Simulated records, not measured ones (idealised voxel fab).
Documented hereafter: the process module known as voxel self aligned vias.
The width of the displayed cross-section, cut, is 235 nm; its cells are square, with a size of 5 nm.
The cross-sections in this document take the form of a grid made of square cells. They are written out as bands, in order from top to bottom. Each band consists of one or more rows of cells. Top height, bottom height, nm. Materials left to right, width each, nm. Single material + "throughout" = fills band edge to edge. "empty" = empty. Heights are reckoned from 0. Under this level, the received wafer is all of one material. The bottommost band is open-ended downward, for example "0 and below". Width: "30..40" (first number = top row, second number = bottom row, same change from row to row of cells). When a step is marked "remains unaltered", none of the cells in the cross-section changed during that step. The entry titled "Sealed internal voids" provides the empty spaces that have no open way to the top, restricted to those of 8 cells or more. Each is presented as width x height at distance, the distance being measured from the left edge, with all three in nm. Where a step's line continues beyond its settings, the continuation is a remark by the simulator itself on that step. "overlay nm" on a masked step: distance the mask lay right of its planned place, negative for left.

**Planned process steps**
| 1 | RECEIVE,material Si |
| 2 | CONFORMAL_DEP,material SiO2,thk nm 10 |
| 3 | CONFORMAL_DEP,material SiCN,thk nm 5 |
| 4 | DIRECTIONAL_DEP,material lowk,thk nm 20 |
| 5 | MASKED_ETCH,tone open,mask id LINES,width nm 30,pitch nm 70,etch materials lowk,depth nm 20,overlay nm 0 |
| 6 | CONFORMAL_DEP,material TiN,thk nm 5 |
| 7 | FILL_DEP,material W,thk nm 10 |
| 8 | CMP,height nm 35 |
| 9 | SELECTIVE_ETCH,etch materials W Ru TiN,depth nm 5 |
| 10 | FILL_DEP,material SiN,thk nm 5 |
| 11 | CMP,height nm 35 |
| 12 | DIRECTIONAL_DEP,material lowk,thk nm 15 |
| 13 | PATTERN,tone open,mask id VIAS,material resist,width nm 50,thk nm 20,overlay nm 0 |
| 14 | DIRECTIONAL_ETCH,etch materials lowk,depth nm 15 |
| 15 | DIRECTIONAL_ETCH,etch materials SiN,depth nm 5 |
| 16 | STRIP,etch materials resist |
| 17 | CONFORMAL_DEP,material TiN,thk nm 5 |
| 18 | FILL_DEP,material Cu,thk nm 5 |
| 19 | CMP,height nm 50 |
| 20 | CONFORMAL_DEP,material SiCN,thk nm 5 |

**Cross-section, incoming material, after step 1**
0 and below = Si throughout
Sealed internal voids: none

**Run as planned - first of the two wafers cross-sectioned at the end of the module**
55 down to 50 = SiCN throughout
50 down to 40 = lowk=55, then TiN=5, then Cu=40, then TiN=5, then lowk=130
40 down to 35 = lowk=55, then TiN=15, then Cu=20, then TiN=15, then lowk=130
35 down to 30 = lowk=65, then TiN=30, then lowk=40, then SiN=30, then lowk=70
30 down to 20 = lowk=65, then TiN=5, then W=20, then TiN=5, then lowk=40, then TiN=5, then W=20, then TiN=5, then lowk=70
20 down to 15 = lowk=65, then TiN=30, then lowk=40, then TiN=30, then lowk=70
15 down to 10 = SiCN throughout
10 down to 0 = SiO2 throughout
0 and below = Si throughout
Sealed internal voids: none

**End-of-module cross-section of the second wafer: identical starting point and process plan to the first, with one processing mistake**
55 down to 50 = SiCN throughout
50 down to 40 = Cu=50, then TiN=5, then lowk=50, then TiN=5, then Cu=125
40 down to 35 = TiN=55, then lowk=50, then TiN=35, then Cu=20, then TiN=75
35 down to 30 = lowk=65, then SiN=30, then lowk=40, then TiN=30, then lowk=70
30 down to 20 = lowk=65, then TiN=5, then W=20, then TiN=5, then lowk=40, then TiN=5, then W=20, then TiN=5, then lowk=70
20 down to 15 = lowk=65, then TiN=30, then lowk=40, then TiN=30, then lowk=70
15 down to 10 = SiCN throughout
10 down to 0 = SiO2 throughout
0 and below = Si throughout
Sealed internal voids: none
What broke from the plan during processing? it should be noted that step 13 was executed with settings other than those planned, the operation and settings actually applied being PATTERN,tone cover,mask id VIAS,material resist,width nm 50,thk nm 20,overlay nm 0
Wafer comparison, final, in cells, second relative to first, materials more or fewer: Cu +54; TiN +27; lowk -81
